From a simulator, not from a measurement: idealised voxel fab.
Herein follows the process module entitled voxel self aligned contacts.
Square cell edge 5 nm, section width 210 nm, ID cut.
A cross-section in this document is a grid of square cells, and it is written down as bands, the top band listed before the ones below it; a band is made up of one or more rows of cells. This entry defines a band. It first specifies the height of the band's top and the height of its bottom in nm, and then specifies the band's materials from left to right, stating each material with its width in nm. The word "all across" identifies a single material that fills the band from edge to edge, while the word "air" identifies empty space. Zero point of the height axis is 0; under it, received wafer = one material. Lowest band: continues down indefinitely, "0 down". When a width is written as two numbers, as in "30->40", the first number is the width in the top row of cells of the band and the second is the width in its bottom row, and the width changes by the same amount from each row to the next. Where the words "left unchanged" appear for a step, the cross-section shows no cell changed by that step; every cell remained as before. Any empty space of 8 cells or more lacking an open way to the top shows up in "Fully sealed voids" as width x height at distance, distance from the left edge, in nm. Post-settings text on a step line: simulator's own remark regarding the step. What "overlay nm" on a step's line means: if the step has a mask, that mask lay this far to the right of its planned place, or, when the value is negative, to the left.

Intended process steps:
1,RECEIVE, material Si
2,CONFORMAL_DEP, material SiO2, thk nm 5
3,DIRECTIONAL_DEP, material polySi, thk nm 30
4,DIRECTIONAL_DEP, material SiN, thk nm 20
5,PATTERN, tone cover, mask id GATE, material resist, width nm 25, pitch nm 50, thk nm 15, overlay nm 0
6,DIRECTIONAL_ETCH, etch materials SiN, depth nm 20
7,DIRECTIONAL_ETCH, etch materials polySi, depth nm 30
8,STRIP, etch materials resist
9,CONFORMAL_DEP, material SiN, thk nm 5
10,DIRECTIONAL_ETCH, etch materials SiN, depth nm 5
11,FILL_DEP, material SiO2, thk nm 10
12,CMP, height nm 60
13,PATTERN, tone open, mask id CONTACT, material resist, width nm 35, thk nm 15, overlay nm 0
14,DIRECTIONAL_ETCH, etch materials SiO2, depth nm 60
15,STRIP, etch materials resist
16,CONFORMAL_DEP, material TiN, thk nm 5
17,FILL_DEP, material Ru, thk nm 5
18,CMP, height nm 60
19,CONFORMAL_DEP, material SiN, thk nm 5

Wafer at receipt (post step 1), cross-section:
0 down = Si all across
Fully sealed voids: none

first wafer at the end, as planned:
65 to 60 = SiN all across
60 to 55 = SiO2=85, then TiN=15, then Ru=5, then TiN=15, then SiO2=90
55 to 35 = SiO2=60, then SiN=35, then TiN=5, then Ru=5, then TiN=5, then SiN=35, then SiO2=65
35 to 5 = SiO2=60, then SiN=5, then polySi=25, then SiN=5, then TiN=5, then Ru=5, then TiN=5, then SiN=5, then polySi=25, then SiN=5, then SiO2=65
5 to 0 = SiO2=95, then TiN=15, then SiO2=100
0 down = Si all across
Fully sealed voids: none

Cross-section, second wafer: same start as the first, same plan as the first, one mistake in running it; taken at the end of the module:
65 to 60 = SiN all across
60 to 55 = SiO2=85, then TiN=15, then Ru=5, then TiN=15, then SiO2=90
55 to 35 = SiO2=60, then SiN=35, then TiN=5, then Ru=5, then TiN=5, then SiN=35, then SiO2=65
35 to 15 = SiO2=60, then SiN=5, then polySi=25, then SiN=5, then TiN=5, then Ru=5, then TiN=5, then SiN=5, then polySi=25, then SiN=5, then SiO2=65
15 to 10 = SiO2=60, then SiN=5, then polySi=25, then SiN=5, then TiN=15, then SiN=5, then polySi=25, then SiN=5, then SiO2=65
10 to 5 = SiN=65, then polySi=25, then SiN=25, then polySi=25, then SiN=70
5 to 0 = SiO2 all across
0 down = Si all across
Fully sealed voids: none
What went wrong in running the wafer? plan vs actual: 9 and 10 interchanged
End of process, cell counts, second wafer against first, materials with more or fewer: 2 fewer of Ru, 28 more of SiN, 22 fewer of SiO2, 4 fewer of TiN
